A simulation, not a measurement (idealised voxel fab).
process module | voxel capacitor over wiring
cross-section cut | 295 nm wide | cells 5 nm
A cross-section is a grid of square cells, given in bands from the top down. A band is one or more rows of cells.
Each band's line starts with the height of the band's top and of its bottom, in nm. Then come its materials from left to right, each with its width in nm. One material with "throughout" fills the band from edge to edge. "air" is empty space.
Height 0 is the level under which the wafer as received is all one material. The lowest band goes on downwards, as in "0 down".
A width such as "30 to 40" changes by the same amount from each row of cells to the next, from the band's top row to its bottom row.
"no change" after a step means that no cell of the cross-section changed.
closed voids: empty space of 8 cells or more with no open way to the top, each as width x height at its distance from the left edge, in nm
after a step's settings: what the simulator itself notes on the step
overlay nm, on a step with a mask: how far to the right of its planned place the mask lay; to the left if negative
plan
1 op RECEIVE | material Si
2 op CONFORMAL_DEP | material SiO2 | thk nm 10
3 op CONFORMAL_DEP | material SiCN | thk nm 5
4 op DIRECTIONAL_DEP | material SiO2 | thk nm 25
5 op PATTERN | tone open | mask id METAL_1 | material resist | width nm 30 | pitch nm 85 | thk nm 20 | overlay nm 0
6 op DIRECTIONAL_ETCH | etch materials SiO2 | depth nm 25
7 op DIRECTIONAL_ETCH | etch materials SiCN | depth nm 5
8 op STRIP | etch materials resist
9 op CONFORMAL_DEP | material TiN | thk nm 5
10 op FILL_DEP | material W | thk nm 5
11 op CMP | height nm 40
12 op CONFORMAL_DEP | material SiCN | thk nm 5
13 op DIRECTIONAL_DEP | material SiO2 | thk nm 10
14 op PATTERN | tone open | mask id PLUG_1 | material resist | width nm 15 | thk nm 15 | overlay nm 0
15 op DIRECTIONAL_ETCH | etch materials SiO2 | depth nm 10
16 op DIRECTIONAL_ETCH | etch materials SiCN | depth nm 5
17 op STRIP | etch materials resist
18 op CONFORMAL_DEP | material TiN | thk nm 5
19 op FILL_DEP | material W | thk nm 5
20 op CMP | height nm 55
21 op DIRECTIONAL_DEP | material TiN | thk nm 10
22 op DIRECTIONAL_DEP | material Al2O3 | thk nm 5
23 op DIRECTIONAL_DEP | material TiN | thk nm 10
24 op MASKED_ETCH | tone cover | mask id UPPER_PLATE | width nm 60 | etch materials TiN | depth nm 10 | overlay nm 0
25 op MASKED_ETCH | tone cover | mask id UPPER_PLATE | width nm 60 | etch materials Al2O3 | depth nm 5 | overlay nm 0
26 op MASKED_ETCH | tone cover | mask id LOWER_PLATE | width nm 70 | etch materials TiN | depth nm 10 | overlay nm 0
27 op FILL_DEP | material SiO2 | thk nm 15
28 op CMP | height nm 90
29 op PATTERN | tone open | mask id PLUG_2 | material resist | width nm 15 | thk nm 15 | overlay nm 0
30 op DIRECTIONAL_ETCH | etch materials SiO2 | depth nm 10
31 op STRIP | etch materials resist
32 op CONFORMAL_DEP | material TiN | thk nm 5
33 op FILL_DEP | material Cu | thk nm 5
34 op CMP | height nm 90
35 op CONFORMAL_DEP | material SiN | thk nm 5
first wafer, as planned
as received, after step 1
  0 down: Si throughout
  closed voids: none
after step 2
  10 to 0: SiO2 throughout
  below 0: unchanged
after step 3
  15 to 10: SiCN throughout
  below 10: unchanged
after step 4
  40 to 15: SiO2 throughout
  below 15: unchanged
after step 5
  60 to 40: resist 90 | air 30 | resist 55 | air 30 | resist 90
  below 40: unchanged
after step 6
  60 to 40: resist 90 | air 30 | resist 55 | air 30 | resist 90
  40 to 15: SiO2 90 | air 30 | SiO2 55 | air 30 | SiO2 90
  below 15: unchanged
after step 7
  60 to 40: resist 90 | air 30 | resist 55 | air 30 | resist 90
  40 to 15: SiO2 90 | air 30 | SiO2 55 | air 30 | SiO2 90
  15 to 10: SiCN 90 | air 30 | SiCN 55 | air 30 | SiCN 90
  below 10: unchanged
after step 8
  40 to 15: SiO2 90 | air 30 | SiO2 55 | air 30 | SiO2 90
  below 15: unchanged
after step 9
  45 to 40: TiN 95 | air 20 | TiN 65 | air 20 | TiN 95
  40 to 15: SiO2 90 | TiN 5 | air 20 | TiN 5 | SiO2 55 | TiN 5 | air 20 | TiN 5 | SiO2 90
  15 to 10: SiCN 90 | TiN 30 | SiCN 55 | TiN 30 | SiCN 90
  below 10: unchanged
after step 10
  50 to 45: W throughout
  45 to 40: TiN 95 | W 20 | TiN 65 | W 20 | TiN 95
  40 to 15: SiO2 90 | TiN 5 | W 20 | TiN 5 | SiO2 55 | TiN 5 | W 20 | TiN 5 | SiO2 90
  below 15: unchanged
after step 11
  40 to 15: SiO2 90 | TiN 5 | W 20 | TiN 5 | SiO2 55 | TiN 5 | W 20 | TiN 5 | SiO2 90
  below 15: unchanged
after step 12
  45 to 40: SiCN throughout
  below 40: unchanged
after step 13
  55 to 45: SiO2 throughout
  below 45: unchanged
after step 14
  70 to 55: resist 105 | air 15 | resist 175
  below 55: unchanged
after step 15
  70 to 55: resist 105 | air 15 | resist 175
  55 to 45: SiO2 105 | air 15 | SiO2 175
  below 45: unchanged
after step 16
  70 to 55: resist 105 | air 15 | resist 175
  55 to 45: SiO2 105 | air 15 | SiO2 175
  45 to 40: SiCN 105 | air 15 | SiCN 175
  below 40: unchanged
after step 17
  55 to 45: SiO2 105 | air 15 | SiO2 175
  below 45: unchanged
after step 18
  60 to 55: TiN 110 | air 5 | TiN 180
  55 to 45: SiO2 105 | TiN 5 | air 5 | TiN 5 | SiO2 175
  45 to 40: SiCN 105 | TiN 15 | SiCN 175
  below 40: unchanged
after step 19
  65 to 60: W throughout
  60 to 55: TiN 110 | W 5 | TiN 180
  55 to 45: SiO2 105 | TiN 5 | W 5 | TiN 5 | SiO2 175
  below 45: unchanged
after step 20
  55 to 45: SiO2 105 | TiN 5 | W 5 | TiN 5 | SiO2 175
  below 45: unchanged
after step 21
  65 to 55: TiN throughout
  below 55: unchanged
after step 22
  70 to 65: Al2O3 throughout
  below 65: unchanged
after step 23
  80 to 70: TiN throughout
  below 70: unchanged
after step 24
  80 to 70: air 105 | TiN 60 | air 130
  below 70: unchanged
after step 25
  80 to 70: air 105 | TiN 60 | air 130
  70 to 65: air 105 | Al2O3 60 | air 130
  below 65: unchanged
after step 26
  80 to 70: air 105 | TiN 60 | air 130
  70 to 65: air 105 | Al2O3 60 | air 130
  65 to 55: air 100 | TiN 70 | air 125
  below 55: unchanged
after step 27
  95 to 80: SiO2 throughout
  80 to 70: SiO2 105 | TiN 60 | SiO2 130
  70 to 65: SiO2 105 | Al2O3 60 | SiO2 130
  65 to 55: SiO2 100 | TiN 70 | SiO2 125
  below 55: unchanged
after step 28
  90 to 80: SiO2 throughout
  below 80: unchanged
after step 29
  105 to 90: resist 115 | air 15 | resist 165
  below 90: unchanged
after step 30
  105 to 90: resist 115 | air 15 | resist 165
  90 to 80: SiO2 115 | air 15 | SiO2 165
  below 80: unchanged
after step 31
  90 to 80: SiO2 115 | air 15 | SiO2 165
  below 80: unchanged
after step 32
  95 to 90: TiN 120 | air 5 | TiN 170
  90 to 85: SiO2 115 | TiN 5 | air 5 | TiN 5 | SiO2 165
  85 to 80: SiO2 115 | TiN 15 | SiO2 165
  below 80: unchanged
after step 33
  100 to 95: Cu throughout
  95 to 90: TiN 120 | Cu 5 | TiN 170
  90 to 85: SiO2 115 | TiN 5 | Cu 5 | TiN 5 | SiO2 165
  below 85: unchanged
after step 34
  90 to 85: SiO2 115 | TiN 5 | Cu 5 | TiN 5 | SiO2 165
  below 85: unchanged
after step 35
  95 to 90: SiN throughout
  below 90: unchanged
second wafer: like start, like plan, one mistake. Through step 23 it matches the first wafer
when step 24 should have ended
  80 to 70: air 110 | TiN 50 | air 135
  below 70: unchanged
when step 25 should have ended
  80 to 70: air 110 | TiN 50 | air 135
  70 to 65: air 105 | Al2O3 60 | air 130
  below 65: unchanged
when step 26 should have ended
  80 to 70: air 110 | TiN 50 | air 135
  70 to 65: air 105 | Al2O3 60 | air 130
  65 to 55: air 100 | TiN 70 | air 125
  below 55: unchanged
when step 27 should have ended
  95 to 80: SiO2 throughout
  80 to 70: SiO2 110 | TiN 50 | SiO2 135
  70 to 65: SiO2 105 | Al2O3 60 | SiO2 130
  65 to 55: SiO2 100 | TiN 70 | SiO2 125
  below 55: unchanged
when step 28 should have ended
  90 to 80: SiO2 throughout
  below 80: unchanged
when step 29 should have ended
  105 to 90: resist 115 | air 15 | resist 165
  below 90: unchanged
when step 30 should have ended
  105 to 90: resist 115 | air 15 | resist 165
  90 to 80: SiO2 115 | air 15 | SiO2 165
  below 80: unchanged
when step 31 should have ended
  90 to 80: SiO2 115 | air 15 | SiO2 165
  below 80: unchanged
when step 32 should have ended
  95 to 90: TiN 120 | air 5 | TiN 170
  90 to 85: SiO2 115 | TiN 5 | air 5 | TiN 5 | SiO2 165
  85 to 80: SiO2 115 | TiN 15 | SiO2 165
  below 80: unchanged
when step 33 should have ended
  100 to 95: Cu throughout
  95 to 90: TiN 120 | Cu 5 | TiN 170
  90 to 85: SiO2 115 | TiN 5 | Cu 5 | TiN 5 | SiO2 165
  below 85: unchanged
when step 34 should have ended
  90 to 85: SiO2 115 | TiN 5 | Cu 5 | TiN 5 | SiO2 165
  below 85: unchanged
when step 35 should have ended
  95 to 90: SiN throughout
  below 90: unchanged
what went wrong: step 24 ran as: op MASKED_ETCH | tone cover | mask id UPPER_PLATE | width nm 50 | etch materials TiN | depth nm 10 | overlay nm 0
at the end the second wafer has, in cells: 4 more of SiO2 | 4 fewer of TiN
